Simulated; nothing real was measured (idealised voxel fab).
You're looking at the process module voxel air gaps.
Pictured: cross-section cut, 290 nm wide, on a grid of 5 nm square cells.
Cross-section = grid of square cells, listed top down in bands; band = one or more rows. Heights first: top, then bottom, in nm. Then materials, left to right, each with a width in nm. "full width" on a single material: fills the band edge to edge. "air": empty space. Heights are reckoned from 0. Under this level, the received wafer is all of one material. The bottommost band is open-ended downward, for example "top 0, no bottom". Width spec "30 to 40" -> top row of cells at first value, bottom row at second value, equal per-row change in between. "remained unchanged" (step): cross-section cells unchanged, all of them. Under "Sealed void listing" you'll find the enclosed gaps, the ones with no way out to the top, that are 8 cells or bigger; each reads width x height at distance, with distance counted from the left edge, everything in nm. Step line, after settings: the simulator's comment on this step. Each step line may optionally specify "overlay nm", which for a step with a mask gives the rightward distance between the mask's planned place and where it lay, a negative value indicating the leftward direction.
# Process steps foreseen in the plan
1: RECEIVE, material Si
2: CONFORMAL_DEP, material SiO2, thk nm 10
3: CONFORMAL_DEP, material SiCN, thk nm 5
4: DIRECTIONAL_DEP, material lowk, thk nm 40
5: PATTERN, tone open, mask id LINES, material resist, width nm 15, pitch nm 40, thk nm 15, overlay nm -15
6: DIRECTIONAL_ETCH, etch materials lowk, depth nm 40
7: STRIP, etch materials resist
8: CONFORMAL_DEP, material TiN, thk nm 5
9: FILL_DEP, material Ru, thk nm 10
10: CMP, height nm 55
11: EPI, material Ru, thk nm 10
12: SELECTIVE_ETCH, etch materials lowk, depth nm 50
13: CONFORMAL_DEP, material SiCN, thk nm 5
Heads up: all these wafers start the same, and what changes between them is the overlay nm in step 5. The value you see in the plan is just what the first wafer got.
# The as-received cross-section of the first of several wafers corresponds to the state after step 1
* top 0, no bottom  Si full width
* Sealed void listing: none
# Take any row and you have a wafer at the end of the module: how many cells of each material it has gained (+) or lost (-) since it was received, and then its closed voids
overlay nm -15, +63 Ru, +192 SiCN, +116 SiO2, +51 TiN, Sealed void listing: 15 x 30 at 100; 15 x 30 at 140
overlay nm -10, +63 Ru, +192 SiCN, +116 SiO2, +51 TiN, Sealed void listing: 15 x 30 at 105; 15 x 30 at 145
overlay nm -5, +63 Ru, +192 SiCN, +116 SiO2, +51 TiN, Sealed void listing: 15 x 30 at 110; 15 x 30 at 150
overlay nm 0, +63 Ru, +192 SiCN, +116 SiO2, +51 TiN, Sealed void listing: 15 x 30 at 115; 15 x 30 at 155
overlay nm 5, +63 Ru, +192 SiCN, +116 SiO2, +51 TiN, Sealed void listing: 15 x 30 at 120; 15 x 30 at 160
overlay nm 10, +63 Ru, +192 SiCN, +116 SiO2, +51 TiN, Sealed void listing: 15 x 30 at 125; 15 x 30 at 165
overlay nm 15, +63 Ru, +192 SiCN, +116 SiO2, +51 TiN, Sealed void listing: 15 x 30 at 130; 15 x 30 at 170
